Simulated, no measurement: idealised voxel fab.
process module | voxel air gaps
Shown is cross-section cut, with a width of 265 nm and square cells of size 5 nm.
Square cells in a grid make up a cross-section in this document, and the grid is given as bands, listed from the top down, each one or more rows of cells. Read a band's entry like this: the first values are the height of its top and the height of its bottom in nm, and what follows is the sequence of materials from left to right, each with its width in nm. Note that "air" is empty space, and that a single material marked "everywhere" reaches across the band from edge to edge. All heights in this document are referenced to 0, defined as the level beneath which the wafer, as received, consists entirely of one material. The lowest band is not bounded below; it extends indefinitely downward and is written in the form "z 0 and below". When a width is written as two numbers, as in "30->40", the first number is the width in the top row of cells of the band and the second is the width in its bottom row, and the width changes by the same amount from each row to the next. "nothing changed" for a step: no cell of the cross-section changed in that step. So "Completely enclosed voids" is basically the list of trapped voids: any empty space of 8 cells or more that can't reach the top through an opening. They're written width x height at distance, the distance being from the left edge, and it's all nm. If you see something after the settings on a step's line, that's the simulator's own remark about that step. The setting "overlay nm" may be written on the line of a step. When the step uses a mask, the value reports how far to the right of the planned place the mask lay, and a negative value reports that it lay to the left.

Steps in the process plan
1 RECEIVE,material Si
2 CONFORMAL_DEP,material SiO2,thk nm 15
3 CONFORMAL_DEP,material SiN,thk nm 5
4 DIRECTIONAL_DEP,material SiO2,thk nm 40
5 DIRECTIONAL_DEP,material aC,thk nm 15
6 PATTERN,tone open,mask id LINES,material resist,width nm 25,pitch nm 55,thk nm 35,overlay nm 0
7 DIRECTIONAL_ETCH,etch materials aC,depth nm 15
8 STRIP,etch materials resist
9 DIRECTIONAL_ETCH,etch materials SiO2,depth nm 40
10 STRIP,etch materials aC
11 CONFORMAL_DEP,material TiN,thk nm 5
12 FILL_DEP,material W,thk nm 10
13 CMP,height nm 60
14 EPI,material Ru,thk nm 10
15 SELECTIVE_ETCH,etch materials SiO2,depth nm 50
16 CONFORMAL_DEP,material SiCN,thk nm 5

Cross-section, incoming material, after step 1
z 0 and below | Si everywhere
Completely enclosed voids: none

Wafer cross-section at module end: first of two, run to plan
z 75 to 70 | air 20 nm  SiCN 220 nm  air 25 nm
z 70 to 60 | air 20 nm  SiCN 5 nm  Ru 45 nm  SiCN 10 nm  Ru 45 nm  SiCN 10 nm  Ru 45 nm  SiCN 10 nm  Ru 45 nm  SiCN 5 nm  air 25 nm
z 60 to 55 | air 20 nm  SiCN 15 nm  TiN 5 nm  W 15 nm  TiN 5 nm  SiCN 30 nm  TiN 5 nm  W 15 nm  TiN 5 nm  SiCN 30 nm  TiN 5 nm  W 15 nm  TiN 5 nm  SiCN 30 nm  TiN 5 nm  W 15 nm  TiN 5 nm  SiCN 15 nm  air 25 nm
z 55 to 25 | air 30 nm  SiCN 5 nm  TiN 5 nm  W 15 nm  TiN 5 nm  SiCN 5 nm  air 20 nm  SiCN 5 nm  TiN 5 nm  W 15 nm  TiN 5 nm  SiCN 5 nm  air 20 nm  SiCN 5 nm  TiN 5 nm  W 15 nm  TiN 5 nm  SiCN 5 nm  air 20 nm  SiCN 5 nm  TiN 5 nm  W 15 nm  TiN 5 nm  SiCN 5 nm  air 35 nm
z 25 to 20 | SiCN 35 nm  TiN 25 nm  SiCN 30 nm  TiN 25 nm  SiCN 30 nm  TiN 25 nm  SiCN 30 nm  TiN 25 nm  SiCN 40 nm
z 20 to 15 | SiN everywhere
z 15 to 0 | SiO2 everywhere
z 0 and below | Si everywhere
Completely enclosed voids: 20 x 30 at 65; 20 x 30 at 120; 20 x 30 at 175

Module end: cross-section of wafer two of two. Same start and process plan as the first wafer. One mistake during execution
z 85 to 80 | SiCN everywhere
z 80 to 70 | Ru everywhere
z 70 to 65 | W everywhere
z 65 to 60 | TiN 40 nm  W 15 nm  TiN 40 nm  W 15 nm  TiN 40 nm  W 15 nm  TiN 40 nm  W 15 nm  TiN 45 nm
z 60 to 25 | SiO2 35 nm  TiN 5 nm  W 15 nm  TiN 5 nm  SiO2 30 nm  TiN 5 nm  W 15 nm  TiN 5 nm  SiO2 30 nm  TiN 5 nm  W 15 nm  TiN 5 nm  SiO2 30 nm  TiN 5 nm  W 15 nm  TiN 5 nm  SiO2 40 nm
z 25 to 20 | SiO2 35 nm  TiN 25 nm  SiO2 30 nm  TiN 25 nm  SiO2 30 nm  TiN 25 nm  SiO2 30 nm  TiN 25 nm  SiO2 40 nm
z 20 to 15 | SiN everywhere
z 15 to 0 | SiO2 everywhere
z 0 and below | Si everywhere
Completely enclosed voids: none
Run error: heads up, step 13 didn't go per plan, it actually ran as CMP,height nm 70
Final comparison by cell count, materials where the second wafer has more or fewer than the first: Ru: 34 more, SiCN: 112 fewer, SiO2: 264 more, TiN: 41 more, W: 65 more
By the end, 3 closed voids are present in the first wafer and 0 in the second.
